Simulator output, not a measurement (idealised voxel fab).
process module | voxel transistor to metal
cross-section cut | 165 nm wide | cells 5 nm
A cross-section is a grid of square cells, given in bands from the top down. A band is one or more rows of cells.
Each band's line starts with the height of the band's top and of its bottom, in nm. Then come its materials from left to right, each with its width in nm. One material with "throughout" fills the band from edge to edge. "air" is empty space.
Height 0 is the level under which the wafer as received is all one material. The lowest band goes on downwards, as in "0 down".
A width such as "30 to 40" changes by the same amount from each row of cells to the next, from the band's top row to its bottom row.
"no change" after a step means that no cell of the cross-section changed.
closed voids: empty space of 8 cells or more with no open way to the top, each as width x height at its distance from the left edge, in nm
after a step's settings: what the simulator itself notes on the step
overlay nm, on a step with a mask: how far to the right of its planned place the mask lay; to the left if negative
plan
1 op RECEIVE | material Si
2 op OXIDIZE | depth nm 5
3 op CONFORMAL_DEP | material SiN | thk nm 10
4 op MASKED_ETCH | tone cover | mask id ACTIVE | width nm 110 | etch materials SiN | depth nm 10 | overlay nm 0
5 op MASKED_ETCH | tone cover | mask id ACTIVE | width nm 110 | etch materials SiO2 | depth nm 5 | overlay nm 0
6 op MASKED_ETCH | tone cover | mask id ACTIVE | width nm 110 | etch materials Si | depth nm 25 | overlay nm 0
7 op OXIDIZE | depth nm 5
8 op FILL_DEP | material SiO2 | thk nm 15
9 op CMP | height nm 10
10 op SELECTIVE_ETCH | etch materials SiO2 | depth nm 5
11 op STRIP | etch materials SiN
12 op SELECTIVE_ETCH | etch materials SiO2 | depth nm 5
13 op OXIDIZE | depth nm 5
14 op DIRECTIONAL_DEP | material polySi | thk nm 30
15 op DIRECTIONAL_DEP | material SiCN | thk nm 15
16 op PATTERN | tone cover | mask id GATE | material resist | width nm 30 | thk nm 15 | overlay nm 0
17 op DIRECTIONAL_ETCH | etch materials SiCN | depth nm 25
18 op DIRECTIONAL_ETCH | etch materials polySi | depth nm 40
19 op STRIP | etch materials resist
20 op CONFORMAL_DEP | material SiO2 | thk nm 5
21 op DIRECTIONAL_ETCH | etch materials SiO2 | depth nm 5
22 op CONFORMAL_DEP | material SiN | thk nm 10
23 op DIRECTIONAL_ETCH | etch materials SiN | depth nm 10
24 op DIRECTIONAL_ETCH | etch materials SiO2 | depth nm 5
25 op DIRECTIONAL_ETCH | etch materials Si | depth nm 5
26 op EPI | material pSi | thk nm 10
27 op FILL_DEP | material SiO2 | thk nm 10
28 op CMP | height nm 25
29 op STRIP | etch materials polySi
30 op SELECTIVE_ETCH | etch materials SiO2 | depth nm 5
31 op CONFORMAL_DEP | material HfO2 | thk nm 5
32 op CONFORMAL_DEP | material TiN | thk nm 5
33 op FILL_DEP | material W | thk nm 5
34 op CMP | height nm 20
35 op DIRECTIONAL_DEP | material SiO2 | thk nm 10
36 op PATTERN | tone open | mask id CONTACT | material resist | width nm 15 | pitch nm 75 | thk nm 20 | overlay nm 0
37 op DIRECTIONAL_ETCH | etch materials SiO2 | depth nm 30
38 op STRIP | etch materials resist
39 op CONFORMAL_DEP | material TiN | thk nm 5
40 op FILL_DEP | material Ru | thk nm 10
41 op CMP | height nm 30
42 op DIRECTIONAL_DEP | material TiN | thk nm 5
43 op DIRECTIONAL_DEP | material W | thk nm 15
44 op PATTERN | tone cover | mask id METAL_1 | material resist | width nm 15 | pitch nm 75 | thk nm 20 | overlay nm 0
45 op DIRECTIONAL_ETCH | etch materials W | depth nm 15
46 op DIRECTIONAL_ETCH | etch materials TiN | depth nm 5
47 op STRIP | etch materials resist
48 op FILL_DEP | material lowk | thk nm 5
49 op CMP | height nm 50
50 op CONFORMAL_DEP | material SiCN | thk nm 5
as received, after step 1
  0 down: Si throughout
  closed voids: none
a wafer at the end: this start, this plan, one mistake
  55 to 50: SiCN throughout
  50 to 35: lowk 35 | W 15 | lowk 60 | W 15 | lowk 40
  35 to 30: lowk 35 | TiN 15 | lowk 60 | TiN 15 | lowk 40
  30 to 20: SiO2 30 | TiN 5 | Ru 15 to 10 | TiN 5 to 10 | SiO2 50 | TiN 5 to 10 | Ru 15 to 10 | TiN 5 | SiO2 35
  20 to 5: SiO2 30 | TiN 5 | Ru 10 | TiN 5 | SiN 10 | HfO2 5 | TiN 5 | W 20 | TiN 5 | HfO2 5 | SiN 10 | TiN 5 | Ru 10 | TiN 5 | SiO2 35
  5 to 0: SiO2 30 | TiN 20 | SiN 10 | HfO2 5 | TiN 5 | W 20 | TiN 5 | HfO2 5 | SiN 10 | TiN 20 | SiO2 35
  0 to -5: SiO2 25 | SiN 10 | pSi 15 | SiN 10 | HfO2 5 | TiN 30 | HfO2 5 | SiN 10 | pSi 15 | SiN 10 | SiO2 30
  -5 to -10: SiO2 35 | pSi 15 | SiO2 10 | HfO2 40 | SiO2 10 | pSi 15 | SiO2 40
  -10 to -15: SiO2 30 | Si 5 | pSi 15 | Si 60 | pSi 15 | Si 5 | SiO2 35
  -15 to -35: SiO2 30 | Si 100 | SiO2 35
  -35 down: Si throughout
  closed voids: none
what went wrong: step 36 ran as: op PATTERN | tone open | mask id CONTACT | material resist | width nm 25 | pitch nm 75 | thk nm 20 | overlay nm 0
